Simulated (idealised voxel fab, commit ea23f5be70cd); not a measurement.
process module | voxel transistor to metal
cross-section cut | 185 nm wide | cells 5 nm
A cross-section is a grid of square cells, given in bands from the top down. A band is one or more rows of cells.
Each band's line starts with the height of the band's top and of its bottom, in nm. Then come its materials from left to right, each with its width in nm. One material with "throughout" fills the band from edge to edge. "air" is empty space.
Height 0 is the level under which the wafer as received is all one material. The lowest band goes on downwards, as in "0 down".
A width such as "30 to 40" changes by the same amount from each row of cells to the next, from the band's top row to its bottom row.
"no change" after a step means that no cell of the cross-section changed.
closed voids: empty space of 8 cells or more with no open way to the top, each as width x height at its distance from the left edge, in nm
after a step's settings: what the simulator itself notes on the step
overlay nm, on a step with a mask: how far to the right of its planned place the mask lay; to the left if negative
plan
1 op RECEIVE | material Si
2 op CONFORMAL_DEP | material SiO2 | thk nm 5
3 op CONFORMAL_DEP | material SiN | thk nm 10
4 op DIRECTIONAL_DEP | material aC | thk nm 15
5 op PATTERN | tone cover | mask id ACTIVE | material resist | width nm 100 | thk nm 30 | overlay nm 0
6 op DIRECTIONAL_ETCH | etch materials aC | depth nm 15
7 op STRIP | etch materials resist
8 op DIRECTIONAL_ETCH | etch materials SiN | depth nm 10
9 op DIRECTIONAL_ETCH | etch materials SiO2 | depth nm 5
10 op DIRECTIONAL_ETCH | etch materials Si | depth nm 30
11 op STRIP | etch materials aC
12 op FILL_DEP | material SiO2 | thk nm 15
13 op CMP | height nm 15
14 op SELECTIVE_ETCH | etch materials SiO2 | depth nm 10
15 op STRIP | etch materials SiN
16 op SELECTIVE_ETCH | etch materials SiO2 | depth nm 5
17 op OXIDIZE | depth nm 5
18 op DIRECTIONAL_DEP | material polySi | thk nm 25
19 op DIRECTIONAL_DEP | material SiCN | thk nm 10
20 op DIRECTIONAL_DEP | material aC | thk nm 15
21 op PATTERN | tone cover | mask id GATE | material resist | width nm 20 | thk nm 35 | overlay nm 0
22 op DIRECTIONAL_ETCH | etch materials aC | depth nm 15
23 op STRIP | etch materials resist
24 op DIRECTIONAL_ETCH | etch materials SiCN | depth nm 20
25 op DIRECTIONAL_ETCH | etch materials polySi | depth nm 35
26 op STRIP | etch materials aC
27 op CONFORMAL_DEP | material SiN | thk nm 10
28 op DIRECTIONAL_ETCH | etch materials SiN | depth nm 10
29 op DIRECTIONAL_ETCH | etch materials SiO2 | depth nm 5
30 op DIRECTIONAL_ETCH | etch materials Si | depth nm 10
31 op EPI | material SiGe | thk nm 15
32 op FILL_DEP | material SiO2 | thk nm 5
33 op CMP | height nm 35
34 op DIRECTIONAL_DEP | material SiO2 | thk nm 10
35 op PATTERN | tone open | mask id CONTACT | material resist | width nm 30 | pitch nm 60 | thk nm 15 | overlay nm 0
36 op DIRECTIONAL_ETCH | etch materials SiO2 | depth nm 45
37 op STRIP | etch materials resist
38 op CONFORMAL_DEP | material TiN | thk nm 5
39 op FILL_DEP | material W | thk nm 10
40 op CMP | height nm 45
41 op CONFORMAL_DEP | material SiN | thk nm 5
42 op DIRECTIONAL_DEP | material SiO2 | thk nm 20
43 op MASKED_ETCH | tone open | mask id METAL_1 | width nm 15 | pitch nm 75 | etch materials SiO2 | depth nm 20 | overlay nm 0
44 op MASKED_ETCH | tone open | mask id METAL_1 | width nm 15 | pitch nm 75 | etch materials SiN | depth nm 5 | overlay nm 0
45 op CONFORMAL_DEP | material TiN | thk nm 5
46 op FILL_DEP | material Cu | thk nm 10
47 op CMP | height nm 70
48 op CONFORMAL_DEP | material SiCN | thk nm 5
49 op DIRECTIONAL_DEP | material SiO2 | thk nm 25
50 op PATTERN | tone open | mask id METAL_2 | material resist | width nm 15 | pitch nm 75 | thk nm 15 | overlay nm 0
51 op DIRECTIONAL_ETCH | etch materials SiO2 | depth nm 15
52 op STRIP | etch materials resist
53 op DIRECTIONAL_DEP | material aC | thk nm 15
54 op PATTERN | tone open | mask id METAL_2_HOLES | material resist | width nm 15 | pitch nm 75 | thk nm 35 | overlay nm 0
55 op DIRECTIONAL_ETCH | etch materials aC | depth nm 15
56 op STRIP | etch materials resist
57 op DIRECTIONAL_ETCH | etch materials SiO2 | depth nm 10
58 op DIRECTIONAL_ETCH | etch materials SiCN | depth nm 5
59 op STRIP | etch materials aC
60 op CONFORMAL_DEP | material TiN | thk nm 5
61 op FILL_DEP | material Cu | thk nm 10
62 op CMP | height nm 100
63 op CONFORMAL_DEP | material SiN | thk nm 5
as received, after step 1
  0 down: Si throughout
  closed voids: none
a wafer at the end: this start, this plan, one mistake
  105 to 100: SiN throughout
  100 to 95: SiCN 45 | TiN 15 | SiCN 60 | TiN 15 | SiCN 50
  95 to 70: SiO2 throughout
  70 to 50: SiO2 45 | TiN 5 | Cu 5 | TiN 5 | SiO2 60 | TiN 5 | Cu 5 | TiN 5 | SiO2 50
  50 to 45: SiN 45 | TiN 15 | SiN 60 | TiN 15 | SiN 50
  45 to 35: SiO2 45 | TiN 5 | W 20 to 15 | TiN 5 to 10 | SiO2 30 | TiN 5 to 10 | W 20 to 15 | TiN 5 | SiO2 50
  35 to 25: SiO2 45 | TiN 5 | W 15 | TiN 5 | SiN 10 | SiCN 20 | SiN 10 | TiN 5 | W 15 | TiN 5 | SiO2 50
  25 to 15: SiO2 45 | TiN 5 | W 15 | TiN 5 | SiN 10 | polySi 20 | SiN 10 | TiN 5 | W 15 | TiN 5 | SiO2 50
  15 to 10: SiO2 45 | TiN 25 | SiN 10 | polySi 20 | SiN 10 | TiN 25 | SiO2 50
  10 to 0: SiO2 45 | TiN 10 | SiGe 15 | SiN 10 | polySi 20 | SiN 10 | SiGe 15 | TiN 10 | SiO2 50
  0 to -5: SiO2 35 | SiGe 35 | SiO2 40 | SiGe 35 | SiO2 40
  -5 to -15: SiO2 40 | SiGe 30 | Si 40 | SiGe 30 | SiO2 45
  -15 to -30: SiO2 40 | Si 100 | SiO2 45
  -30 down: Si throughout
  closed voids: none
what went wrong: steps 48 and 49 were swapped
